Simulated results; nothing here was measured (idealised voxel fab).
Process module in this document: voxel self aligned contacts
Section cut is 185 nm wide and gridded with 5 nm square cells.
Cross-section, as written here: a square-cell grid given band by band from the top down, where a band holds one or more rows of cells.
It is stipulated that each band's entry specify, in nanometres, the height of the top of the band and then that of its bottom, followed by the materials of the band in left-to-right sequence, each together with its width in nanometres. A single material marked by the word "everywhere" is understood to fill the band from edge to edge; the word "air" is understood to denote empty space.
Measure heights from 0. That's the level where, below it, the as-received wafer is all one material. The lowest band is bottomless and extends downward; write it as in "0 down".
A width given as "30->40" starts at the first number in the band's top row and ends at the second number in its bottom row, shifting by an equal amount at every step from row to row.
The designation "nothing altered", where it is given for a processing step, indicates that no cell of the cross-section was altered in the course of that step.
For the entry "Unvented cavities", the listed items are empty spaces with no open way to the top whose size is 8 cells or more; each item follows the pattern width x height at distance, where distance is from the left edge and all three are in nm.
Text after the settings on a step's line: the simulator's own remark on that step.
Among the settings permitted on a step's line is "overlay nm"; applied to a step with a mask, it specifies the extent to which the mask lay to the right of its planned position, whereas a negative figure signifies a position to the left.

### Set out below are the planned steps of the process
1,op RECEIVE | material Si
2,op CONFORMAL_DEP | material SiO2 | thk nm 5
3,op DIRECTIONAL_DEP | material polySi | thk nm 20
4,op DIRECTIONAL_DEP | material SiN | thk nm 20
5,op PATTERN | tone cover | mask id GATE | material resist | width nm 25 | pitch nm 60 | thk nm 15 | overlay nm 0
6,op DIRECTIONAL_ETCH | etch materials SiN | depth nm 20
7,op DIRECTIONAL_ETCH | etch materials polySi | depth nm 20
8,op STRIP | etch materials resist
9,op CONFORMAL_DEP | material SiN | thk nm 5
10,op DIRECTIONAL_ETCH | etch materials SiN | depth nm 5
11,op FILL_DEP | material SiO2 | thk nm 15
12,op CMP | height nm 50
13,op PATTERN | tone open | mask id CONTACT | material resist | width nm 45 | thk nm 15 | overlay nm 0
14,op DIRECTIONAL_ETCH | etch materials SiO2 | depth nm 50
15,op STRIP | etch materials resist
16,op CONFORMAL_DEP | material TiN | thk nm 5
17,op FILL_DEP | material Ru | thk nm 5
18,op CMP | height nm 50
19,op CONFORMAL_DEP | material SiN | thk nm 5

### First of two wafers, with the run carried out as planned

### Cross-section of the wafer upon arrival, representing the state reached after step 1
0 down  Si everywhere
Unvented cavities: none

### Upon completion of step 2, the wafer appears in cross-section as shown
5 to 0  SiO2 everywhere
Lower than 0, everything is as it was.

### Upon completion of step 3, the wafer appears in cross-section as shown
25 to 5  polySi everywhere
Lower than 5, everything is as it was.

### Upon completion of step 4, the wafer appears in cross-section as shown
45 to 25  SiN everywhere
Lower than 25, everything is as it was.

### Upon completion of step 5, the wafer appears in cross-section as shown
60 to 45  air 50 nm; resist 25 nm; air 35 nm; resist 25 nm; air 50 nm
Lower than 45, everything is as it was.

### Upon completion of step 6, the wafer appears in cross-section as shown
60 to 45  air 50 nm; resist 25 nm; air 35 nm; resist 25 nm; air 50 nm
45 to 25  air 50 nm; SiN 25 nm; air 35 nm; SiN 25 nm; air 50 nm
Lower than 25, everything is as it was.

### Upon completion of step 7, the wafer appears in cross-section as shown
60 to 45  air 50 nm; resist 25 nm; air 35 nm; resist 25 nm; air 50 nm
45 to 25  air 50 nm; SiN 25 nm; air 35 nm; SiN 25 nm; air 50 nm
25 to 5  air 50 nm; polySi 25 nm; air 35 nm; polySi 25 nm; air 50 nm
Lower than 5, everything is as it was.

### Upon completion of step 8, the wafer appears in cross-section as shown
45 to 25  air 50 nm; SiN 25 nm; air 35 nm; SiN 25 nm; air 50 nm
Lower than 25, everything is as it was.

### Upon completion of step 9, the wafer appears in cross-section as shown
50 to 25  air 45 nm; SiN 35 nm; air 25 nm; SiN 35 nm; air 45 nm
25 to 10  air 45 nm; SiN 5 nm; polySi 25 nm; SiN 5 nm; air 25 nm; SiN 5 nm; polySi 25 nm; SiN 5 nm; air 45 nm
10 to 5  SiN 50 nm; polySi 25 nm; SiN 35 nm; polySi 25 nm; SiN 50 nm
Lower than 5, everything is as it was.

### Upon completion of step 10, the wafer appears in cross-section as shown
45 to 25  air 45 nm; SiN 35 nm; air 25 nm; SiN 35 nm; air 45 nm
25 to 5  air 45 nm; SiN 5 nm; polySi 25 nm; SiN 5 nm; air 25 nm; SiN 5 nm; polySi 25 nm; SiN 5 nm; air 45 nm
Lower than 5, everything is as it was.

### Upon completion of step 11, the wafer appears in cross-section as shown
60 to 45  SiO2 everywhere
45 to 25  SiO2 45 nm; SiN 35 nm; SiO2 25 nm; SiN 35 nm; SiO2 45 nm
25 to 5  SiO2 45 nm; SiN 5 nm; polySi 25 nm; SiN 5 nm; SiO2 25 nm; SiN 5 nm; polySi 25 nm; SiN 5 nm; SiO2 45 nm
Lower than 5, everything is as it was.

### Upon completion of step 12, the wafer appears in cross-section as shown
50 to 45  SiO2 everywhere
Lower than 45, everything is as it was.

### Upon completion of step 13, the wafer appears in cross-section as shown
65 to 50  resist 70 nm; air 45 nm; resist 70 nm
Lower than 50, everything is as it was.

### Upon completion of step 14, the wafer appears in cross-section as shown
65 to 50  resist 70 nm; air 45 nm; resist 70 nm
50 to 45  SiO2 70 nm; air 45 nm; SiO2 70 nm
45 to 25  SiO2 45 nm; SiN 35 nm; air 25 nm; SiN 35 nm; SiO2 45 nm
25 to 5  SiO2 45 nm; SiN 5 nm; polySi 25 nm; SiN 5 nm; air 25 nm; SiN 5 nm; polySi 25 nm; SiN 5 nm; SiO2 45 nm
5 to 0  SiO2 80 nm; air 25 nm; SiO2 80 nm
Lower than 0, everything is as it was.

### Upon completion of step 15, the wafer appears in cross-section as shown
50 to 45  SiO2 70 nm; air 45 nm; SiO2 70 nm
Lower than 45, everything is as it was.

### Upon completion of step 16, the wafer appears in cross-section as shown
55 to 50  TiN 75 nm; air 35 nm; TiN 75 nm
50 to 45  SiO2 70 nm; TiN 15 nm; air 15 nm; TiN 15 nm; SiO2 70 nm
45 to 25  SiO2 45 nm; SiN 35 nm; TiN 5 nm; air 15 nm; TiN 5 nm; SiN 35 nm; SiO2 45 nm
25 to 5  SiO2 45 nm; SiN 5 nm; polySi 25 nm; SiN 5 nm; TiN 5 nm; air 15 nm; TiN 5 nm; SiN 5 nm; polySi 25 nm; SiN 5 nm; SiO2 45 nm
5 to 0  SiO2 80 nm; TiN 25 nm; SiO2 80 nm
Lower than 0, everything is as it was.

### Upon completion of step 17, the wafer appears in cross-section as shown
60 to 55  Ru everywhere
55 to 50  TiN 75 nm; Ru 35 nm; TiN 75 nm
50 to 45  SiO2 70 nm; TiN 15 nm; Ru 15 nm; TiN 15 nm; SiO2 70 nm
45 to 25  SiO2 45 nm; SiN 35 nm; TiN 5 nm; Ru 15 nm; TiN 5 nm; SiN 35 nm; SiO2 45 nm
25 to 5  SiO2 45 nm; SiN 5 nm; polySi 25 nm; SiN 5 nm; TiN 5 nm; Ru 15 nm; TiN 5 nm; SiN 5 nm; polySi 25 nm; SiN 5 nm; SiO2 45 nm
Lower than 5, everything is as it was.

### Upon completion of step 18, the wafer appears in cross-section as shown
50 to 45  SiO2 70 nm; TiN 15 nm; Ru 15 nm; TiN 15 nm; SiO2 70 nm
Lower than 45, everything is as it was.

### Upon completion of step 19, the wafer appears in cross-section as shown
55 to 50  SiN everywhere
Lower than 50, everything is as it was.

### Now the other wafer: same start, same recipe, but we messed up one thing when running it. Up to and including step 2 it's the same as the first one

### when step 3 should have ended
35 to 5  polySi everywhere
Lower than 5, everything is as it was.

### when step 4 should have ended
55 to 35  SiN everywhere
Lower than 35, everything is as it was.

### when step 5 should have ended
70 to 55  air 50 nm; resist 25 nm; air 35 nm; resist 25 nm; air 50 nm
Lower than 55, everything is as it was.

### when step 6 should have ended
70 to 55  air 50 nm; resist 25 nm; air 35 nm; resist 25 nm; air 50 nm
55 to 35  air 50 nm; SiN 25 nm; air 35 nm; SiN 25 nm; air 50 nm
Lower than 35, everything is as it was.

### when step 7 should have ended
70 to 55  air 50 nm; resist 25 nm; air 35 nm; resist 25 nm; air 50 nm
55 to 35  air 50 nm; SiN 25 nm; air 35 nm; SiN 25 nm; air 50 nm
35 to 15  air 50 nm; polySi 25 nm; air 35 nm; polySi 25 nm; air 50 nm
Lower than 15, everything is as it was.

### when step 8 should have ended
55 to 35  air 50 nm; SiN 25 nm; air 35 nm; SiN 25 nm; air 50 nm
Lower than 35, everything is as it was.

### when step 9 should have ended
60 to 35  air 45 nm; SiN 35 nm; air 25 nm; SiN 35 nm; air 45 nm
35 to 20  air 45 nm; SiN 5 nm; polySi 25 nm; SiN 5 nm; air 25 nm; SiN 5 nm; polySi 25 nm; SiN 5 nm; air 45 nm
20 to 15  SiN 50 nm; polySi 25 nm; SiN 35 nm; polySi 25 nm; SiN 50 nm
Lower than 15, everything is as it was.

### when step 10 should have ended
55 to 35  air 45 nm; SiN 35 nm; air 25 nm; SiN 35 nm; air 45 nm
35 to 15  air 45 nm; SiN 5 nm; polySi 25 nm; SiN 5 nm; air 25 nm; SiN 5 nm; polySi 25 nm; SiN 5 nm; air 45 nm
Lower than 15, everything is as it was.

### when step 11 should have ended
70 to 55  SiO2 everywhere
55 to 35  SiO2 45 nm; SiN 35 nm; SiO2 25 nm; SiN 35 nm; SiO2 45 nm
35 to 15  SiO2 45 nm; SiN 5 nm; polySi 25 nm; SiN 5 nm; SiO2 25 nm; SiN 5 nm; polySi 25 nm; SiN 5 nm; SiO2 45 nm
Lower than 15, everything is as it was.

### when step 12 should have ended
50 to 35  SiO2 45 nm; SiN 35 nm; SiO2 25 nm; SiN 35 nm; SiO2 45 nm
Lower than 35, everything is as it was.

### when step 13 should have ended
65 to 50  resist 70 nm; air 45 nm; resist 70 nm
Lower than 50, everything is as it was.

### when step 14 should have ended
65 to 50  resist 70 nm; air 45 nm; resist 70 nm
50 to 35  SiO2 45 nm; SiN 35 nm; air 25 nm; SiN 35 nm; SiO2 45 nm
35 to 15  SiO2 45 nm; SiN 5 nm; polySi 25 nm; SiN 5 nm; air 25 nm; SiN 5 nm; polySi 25 nm; SiN 5 nm; SiO2 45 nm
Lower than 15, everything is as it was.

### when step 15 should have ended
50 to 35  SiO2 45 nm; SiN 35 nm; air 25 nm; SiN 35 nm; SiO2 45 nm
Lower than 35, everything is as it was.

### when step 16 should have ended
55 to 50  TiN 85 nm; air 15 nm; TiN 85 nm
50 to 35  SiO2 45 nm; SiN 35 nm; TiN 5 nm; air 15 nm; TiN 5 nm; SiN 35 nm; SiO2 45 nm
35 to 20  SiO2 45 nm; SiN 5 nm; polySi 25 nm; SiN 5 nm; TiN 5 nm; air 15 nm; TiN 5 nm; SiN 5 nm; polySi 25 nm; SiN 5 nm; SiO2 45 nm
20 to 15  SiO2 45 nm; SiN 5 nm; polySi 25 nm; SiN 5 nm; TiN 25 nm; SiN 5 nm; polySi 25 nm; SiN 5 nm; SiO2 45 nm
Lower than 15, everything is as it was.

### when step 17 should have ended
60 to 55  Ru everywhere
55 to 50  TiN 85 nm; Ru 15 nm; TiN 85 nm
50 to 35  SiO2 45 nm; SiN 35 nm; TiN 5 nm; Ru 15 nm; TiN 5 nm; SiN 35 nm; SiO2 45 nm
35 to 20  SiO2 45 nm; SiN 5 nm; polySi 25 nm; SiN 5 nm; TiN 5 nm; Ru 15 nm; TiN 5 nm; SiN 5 nm; polySi 25 nm; SiN 5 nm; SiO2 45 nm
Lower than 20, everything is as it was.

### when step 18 should have ended
50 to 35  SiO2 45 nm; SiN 35 nm; TiN 5 nm; Ru 15 nm; TiN 5 nm; SiN 35 nm; SiO2 45 nm
Lower than 35, everything is as it was.

### when step 19 should have ended
55 to 50  SiN everywhere
Lower than 50, everything is as it was.
What went wrong in running the wafer? step 3 ran as: op DIRECTIONAL_DEP | material polySi | thk nm 30
Once processing is complete, comparing cell counts shows that the second wafer has more or fewer of certain materials than the first: 9 fewer of Ru; 14 fewer of SiN; 41 fewer of SiO2; 10 fewer of TiN; 74 more of polySi
